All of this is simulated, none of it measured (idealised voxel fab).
Title: Process Module voxel self aligned vias
Section shown: cut. Width: 300 nm. Cell size: 5 nm, square.
Cross-section = grid of square cells, listed top down in bands; band = one or more rows. A band entry consists of two parts. The first gives the height of the band's top and the height of its bottom, in nm. The rest lists the band's materials from left to right, each with its width in nm. A single material labelled with the word "all across" fills the band from edge to edge, and the word "blank" marks empty space. Height 0 is the level under which the wafer as received is all one material. The lowest band goes on downwards, as in "z 0 and below". So if you see something like "30..40" for the width, read it as the top row of the band sitting at the first number and the bottom row at the second, with every row in between moving by the same amount as the last. Where the words "nothing was modified" appear for a step, the cross-section shows no cell changed by that step; every cell remained as before. What "Closed cavities" gives you is every empty space of 8 cells or more that is cut off from the top. Each appears as width x height at distance, with the distance taken from the left edge and width, height and distance all in nm. Read whatever lies past the settings on a step's line as the simulator's own remark about the step. Among the settings permitted on a step's line is "overlay nm"; applied to a step with a mask, it specifies the extent to which the mask lay to the right of its planned position, whereas a negative figure signifies a position to the left.
### Steps planned for the process
1. RECEIVE, material Si
2. CONFORMAL_DEP, material SiO2, thk nm 10
3. CONFORMAL_DEP, material SiCN, thk nm 5
4. DIRECTIONAL_DEP, material lowk, thk nm 20
5. DIRECTIONAL_DEP, material aC, thk nm 15
6. PATTERN, tone open, mask id LINES, material resist, width nm 25, pitch nm 50, thk nm 35, overlay nm 0
7. DIRECTIONAL_ETCH, etch materials aC, depth nm 15
8. STRIP, etch materials resist
9. DIRECTIONAL_ETCH, etch materials lowk, depth nm 20
10. STRIP, etch materials aC
11. CONFORMAL_DEP, material TiN, thk nm 5
12. FILL_DEP, material W, thk nm 5
13. CMP, height nm 35
14. SELECTIVE_ETCH, etch materials W Ru TiN, depth nm 5
15. FILL_DEP, material SiN, thk nm 5
16. CMP, height nm 35
17. DIRECTIONAL_DEP, material lowk, thk nm 15
18. DIRECTIONAL_DEP, material aC, thk nm 10
19. PATTERN, tone open, mask id VIAS, material resist, width nm 35, thk nm 30, overlay nm 0
20. DIRECTIONAL_ETCH, etch materials aC, depth nm 10
21. STRIP, etch materials resist
22. DIRECTIONAL_ETCH, etch materials lowk, depth nm 15
23. DIRECTIONAL_ETCH, etch materials SiN, depth nm 5
24. STRIP, etch materials aC
25. CONFORMAL_DEP, material TiN, thk nm 5
26. FILL_DEP, material Cu, thk nm 5
27. CMP, height nm 50
28. CONFORMAL_DEP, material SiN, thk nm 5
### As received (post step 1): cross-section
* z 0 and below  Si all across
* Closed cavities: none
### The first of the two wafers as seen in cross-section once the module was finished; processing followed the plan
* z 55 to 50  SiN all across
* z 50 to 40  lowk (105) | TiN (5) | Cu (25) | TiN (5) | lowk (160)
* z 40 to 35  lowk (105) | TiN (10) | Cu (15) | TiN (10) | lowk (160)
* z 35 to 30  lowk (110) | TiN (25) | lowk (25) | SiN (25) | lowk (115)
* z 30 to 20  lowk (110) | TiN (5) | W (15) | TiN (5) | lowk (25) | TiN (5) | W (15) | TiN (5) | lowk (115)
* z 20 to 15  lowk (110) | TiN (25) | lowk (25) | TiN (25) | lowk (115)
* z 15 to 10  SiCN all across
* z 10 to 0  SiO2 all across
* z 0 and below  Si all across
* Closed cavities: none
### Second wafer cross-section at end of module - shared start and plan with the first, one mistake in the run
* z 55 to 50  SiN all across
* z 50 to 45  Cu all across
* z 45 to 40  TiN (110) | Cu (25) | TiN (165)
* z 40 to 30  lowk (105) | TiN (5) | Cu (25) | TiN (5) | lowk (160)
* z 30 to 25  lowk (105) | TiN (35) | lowk (160)
* z 25 to 20  lowk (110) | TiN (5) | W (15) | TiN (5) | lowk (25) | TiN (5) | W (15) | TiN (5) | lowk (115)
* z 20 to 15  lowk (110) | TiN (25) | lowk (25) | TiN (25) | lowk (115)
* z 15 to 10  SiCN all across
* z 10 to 0  SiO2 all across
* z 0 and below  Si all across
* Closed cavities: none
Run error: step 16, actual vs plan mismatch, actual run CMP, height nm 25
The second wafer ends with more or fewer cells of some materials than the first, per final count: +62 Cu, -5 SiN, +49 TiN, -6 W, -100 lowk
